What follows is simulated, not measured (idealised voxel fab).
This section sets out a process module, namely voxel air gaps.
The figure presents cross-section cut, which has a width of 175 nm and is divided into square cells with an edge length of 5 nm.
For the purposes of this document, a cross-section shall be understood as a grid of square cells, specified as bands listed in top-to-bottom order, each band consisting of one or more rows of cells.
Per band: top height and bottom height in nm, followed by the left-to-right materials and their widths in nm; "everywhere" marks a single material spanning edge to edge, "blank" marks empty space.
Where do heights start? At 0: under that level the wafer as delivered is made of one material only. And the lowest band has no floor; it just carries on downward, as in "z 0 and below".
The notation "30..40" denotes a width that varies across the rows of cells in the band, beginning at the first number in the top row, finishing at the second number in the bottom row, and changing by an identical amount from each row to the next.
You'll sometimes find "all unchanged" written for a step, and that's the way of saying that nowhere in the cross-section did a cell change during that step.
Basically, "Enclosed internal voids" tells you about the enclosed voids: empty spaces with no open way to the top, 8 cells or bigger, each written width x height at distance, where distance is from the left edge, all in nm.
Note: text after step settings on the step line = simulator remark on that step.
overlay nm, on a step with a mask: how far to the right of its planned place the mask lay; to the left if negative
-- Here's what the planned process steps look like
| 1 | RECEIVE, material Si |
| 2 | CONFORMAL_DEP, material SiO2, thk nm 15 |
| 3 | CONFORMAL_DEP, material SiCN, thk nm 5 |
| 4 | DIRECTIONAL_DEP, material lowk, thk nm 35 |
| 5 | DIRECTIONAL_DEP, material aC, thk nm 15 |
| 6 | PATTERN, tone open, mask id LINES, material resist, width nm 20, pitch nm 50, thk nm 35, overlay nm 0 |
| 7 | DIRECTIONAL_ETCH, etch materials aC, depth nm 15 |
| 8 | STRIP, etch materials resist |
| 9 | DIRECTIONAL_ETCH, etch materials lowk, depth nm 35 |
| 10 | STRIP, etch materials aC |
| 11 | CONFORMAL_DEP, material TiN, thk nm 5 |
| 12 | FILL_DEP, material W, thk nm 10 |
| 13 | CMP, height nm 55 |
| 14 | EPI, material Ru, thk nm 10 |
| 15 | SELECTIVE_ETCH, etch materials lowk, depth nm 45 |
| 16 | CONFORMAL_DEP, material SiCN, thk nm 5 |
-- Account of the first of two wafers, which was processed as intended
-- Incoming wafer in cross-section (state: after step 1)
    z 0 and below | Si everywhere
    Enclosed internal voids: none
-- After step 2, in cross-section
    z 15 to 0 | SiO2 everywhere
    Whatever lies below 0 is exactly as it was before.
-- After step 3, in cross-section
    z 20 to 15 | SiCN everywhere
    Whatever lies below 15 is exactly as it was before.
-- After step 4, in cross-section
    z 55 to 20 | lowk everywhere
    Whatever lies below 20 is exactly as it was before.
-- After step 5, in cross-section
    z 70 to 55 | aC everywhere
    Whatever lies below 55 is exactly as it was before.
-- After step 6, in cross-section
    z 105 to 70 | 25 of resist  20 of blank  30 of resist  20 of blank  30 of resist  20 of blank  30 of resist
    Whatever lies below 70 is exactly as it was before.
-- After step 7, in cross-section
    z 90 to 70 | 25 of resist  20 of blank  30 of resist  20 of blank  30 of resist  20 of blank  30 of resist
    z 70 to 55 | 25 of aC  20 of blank  30 of aC  20 of blank  30 of aC  20 of blank  30 of aC
    Whatever lies below 55 is exactly as it was before.
-- After step 8, in cross-section
    z 70 to 55 | 25 of aC  20 of blank  30 of aC  20 of blank  30 of aC  20 of blank  30 of aC
    Whatever lies below 55 is exactly as it was before.
-- After step 9, in cross-section
    z 70 to 55 | 25 of aC  20 of blank  30 of aC  20 of blank  30 of aC  20 of blank  30 of aC
    z 55 to 20 | 25 of lowk  20 of blank  30 of lowk  20 of blank  30 of lowk  20 of blank  30 of lowk
    Whatever lies below 20 is exactly as it was before.
-- After step 10, in cross-section
    z 55 to 20 | 25 of lowk  20 of blank  30 of lowk  20 of blank  30 of lowk  20 of blank  30 of lowk
    Whatever lies below 20 is exactly as it was before.
-- After step 11, in cross-section
    z 60 to 55 | 30 of TiN  10 of blank  40 of TiN  10 of blank  40 of TiN  10 of blank  35 of TiN
    z 55 to 25 | 25 of lowk  5 of TiN  10 of blank  5 of TiN  30 of lowk  5 of TiN  10 of blank  5 of TiN  30 of lowk  5 of TiN  10 of blank  5 of TiN  30 of lowk
    z 25 to 20 | 25 of lowk  20 of TiN  30 of lowk  20 of TiN  30 of lowk  20 of TiN  30 of lowk
    Whatever lies below 20 is exactly as it was before.
-- After step 12, in cross-section
    z 70 to 60 | W everywhere
    z 60 to 55 | 30 of TiN  10 of W  40 of TiN  10 of W  40 of TiN  10 of W  35 of TiN
    z 55 to 25 | 25 of lowk  5 of TiN  10 of W  5 of TiN  30 of lowk  5 of TiN  10 of W  5 of TiN  30 of lowk  5 of TiN  10 of W  5 of TiN  30 of lowk
    Whatever lies below 25 is exactly as it was before.
-- After step 13, in cross-section
    z 55 to 25 | 25 of lowk  5 of TiN  10 of W  5 of TiN  30 of lowk  5 of TiN  10 of W  5 of TiN  30 of lowk  5 of TiN  10 of W  5 of TiN  30 of lowk
    Whatever lies below 25 is exactly as it was before.
-- After step 14, in cross-section
    z 65 to 55 | 15 of blank  40 of Ru  10 of blank  40 of Ru  10 of blank  40 of Ru  20 of blank
    Whatever lies below 55 is exactly as it was before.
-- After step 15, in cross-section
    z 65 to 55 | 15 of blank  40 of Ru  10 of blank  40 of Ru  10 of blank  40 of Ru  20 of blank
    z 55 to 25 | 25 of blank  5 of TiN  10 of W  5 of TiN  30 of blank  5 of TiN  10 of W  5 of TiN  30 of blank  5 of TiN  10 of W  5 of TiN  30 of blank
    z 25 to 20 | 25 of blank  20 of TiN  30 of blank  20 of TiN  30 of blank  20 of TiN  30 of blank
    Whatever lies below 20 is exactly as it was before.
-- After step 16, in cross-section
    z 70 to 65 | 10 of blank  150 of SiCN  15 of blank
    z 65 to 55 | 10 of blank  5 of SiCN  40 of Ru  10 of SiCN  40 of Ru  10 of SiCN  40 of Ru  5 of SiCN  15 of blank
    z 55 to 50 | 10 of blank  15 of SiCN  5 of TiN  10 of W  5 of TiN  30 of SiCN  5 of TiN  10 of W  5 of TiN  30 of SiCN  5 of TiN  10 of W  5 of TiN  15 of SiCN  15 of blank
    z 50 to 25 | 20 of blank  5 of SiCN  5 of TiN  10 of W  5 of TiN  5 of SiCN  20 of blank  5 of SiCN  5 of TiN  10 of W  5 of TiN  5 of SiCN  20 of blank  5 of SiCN  5 of TiN  10 of W  5 of TiN  5 of SiCN  25 of blank
    z 25 to 20 | 25 of SiCN  20 of TiN  30 of SiCN  20 of TiN  30 of SiCN  20 of TiN  30 of SiCN
    Whatever lies below 20 is exactly as it was before.
    Enclosed internal voids: 20 x 25 at 50; 20 x 25 at 100
-- Now the other wafer: same start, same recipe, but we messed up one thing when running it. Up to and including step 15 it's the same as the first one
-- At the planned end of step 16, the second wafer in cross-section
    z 80 to 65 | 170 of SiCN  5 of blank
    z 65 to 55 | 15 of SiCN  40 of Ru  10 of SiCN  40 of Ru  10 of SiCN  40 of Ru  15 of SiCN  5 of blank
    z 55 to 50 | 25 of SiCN  5 of TiN  10 of W  5 of TiN  30 of SiCN  5 of TiN  10 of W  5 of TiN  30 of SiCN  5 of TiN  10 of W  5 of TiN  25 of SiCN  5 of blank
    z 50 to 40 | 25 of SiCN  5 of TiN  10 of W  5 of TiN  5 of SiCN  20 of blank  5 of SiCN  5 of TiN  10 of W  5 of TiN  5 of SiCN  20 of blank  5 of SiCN  5 of TiN  10 of W  5 of TiN  25 of SiCN  5 of blank
    z 40 to 35 | 10 of blank  15 of SiCN  5 of TiN  10 of W  5 of TiN  5 of SiCN  20 of blank  5 of SiCN  5 of TiN  10 of W  5 of TiN  5 of SiCN  20 of blank  5 of SiCN  5 of TiN  10 of W  5 of TiN  15 of SiCN  15 of blank
    z 35 to 25 | 25 of SiCN  5 of TiN  10 of W  5 of TiN  5 of SiCN  20 of blank  5 of SiCN  5 of TiN  10 of W  5 of TiN  5 of SiCN  20 of blank  5 of SiCN  5 of TiN  10 of W  5 of TiN  30 of SiCN
    z 25 to 20 | 25 of SiCN  20 of TiN  30 of SiCN  20 of TiN  30 of SiCN  20 of TiN  30 of SiCN
    Whatever lies below 20 is exactly as it was before.
    Enclosed internal voids: 20 x 25 at 50; 20 x 25 at 100
Which mistake was made when the wafer was run? note that step 16 departed from the planned setting and was carried out as CONFORMAL_DEP, material SiCN, thk nm 15
The closing comparison, in cells, has the second wafer with more or fewer of some materials than the first: SiCN: 122 more
